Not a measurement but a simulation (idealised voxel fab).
Documented hereafter: the process module known as voxel released beams.
Cross-section cut spans 220 nm and uses square cells 5 nm in size.
Think of the cross-section as a grid of square cells. We describe it in bands, top to bottom, and each band covers one or more rows of those cells. This entry defines a band. It first specifies the height of the band's top and the height of its bottom in nm, and then specifies the band's materials from left to right, stating each material with its width in nm. The word "full width" identifies a single material that fills the band from edge to edge, while the word "air" identifies empty space. It should be noted that heights are counted from 0, beneath which the wafer as supplied is of one material throughout, and that the lowest band possesses no lower boundary but continues downward, as written in "0 -> down". Quick explanation for "30->40": the width changes in equal steps down the rows of cells, from the first number in the band's top row to the second number in its bottom row. Where a step carries "identical to before", the cross-section came out of it unchanged, cell for cell. For the entry "Tabulated closed voids", the listed items are empty spaces with no open way to the top whose size is 8 cells or more; each item follows the pattern width x height at distance, where distance is from the left edge and all three are in nm. Post-settings text on a step line: simulator's own remark regarding the step. overlay nm, on a step with a mask: how far to the right of its planned place the mask lay; to the left if negative.
Process steps foreseen in the plan:
1 RECEIVE | material Si
2 CONFORMAL_DEP | material SiN | thk nm 5
3 DIRECTIONAL_DEP | material SiO2 | thk nm 20
4 PATTERN | tone open | mask id ANCHOR | material resist | width nm 30 | thk nm 15 | overlay nm 0
5 DIRECTIONAL_ETCH | etch materials SiO2 | depth nm 20
6 STRIP | etch materials resist
7 CONFORMAL_DEP | material polySi | thk nm 10
8 PATTERN | tone cover | mask id BEAM | material resist | width nm 95 | thk nm 15 | overlay nm 0
9 DIRECTIONAL_ETCH | etch materials polySi | depth nm 10
10 STRIP | etch materials resist
11 STRIP | etch materials SiO2
Cross-section of the wafer upon arrival, representing the state reached after step 1:
	0 -> down | Si full width
	Tabulated closed voids: none
Cross-section, first of two wafers, end of module, run as planned:
	35 -> 25 | air 60; polySi 15; air 10; polySi 70; air 65
	25 -> 15 | air 65; polySi 10; air 10; polySi 10; air 125
	15 -> 5 | air 65; polySi 30; air 125
	5 -> 0 | SiN full width
	0 -> down | Si full width
	Tabulated closed voids: none
second wafer at the end: like start, like plan, one mistake:
	30 -> 20 | air 60; polySi 15; air 10; polySi 70; air 65
	20 -> 10 | air 65; polySi 10; air 10; polySi 10; air 125
	10 -> 0 | air 65; polySi 30; air 125
	0 -> down | Si full width
	Tabulated closed voids: none
In executing the process, a mistake was made relative to the plan: step 2 of the plan got skipped, so it never ran
The second wafer ends with more or fewer cells of some materials than the first, per final count: 44 fewer of SiN
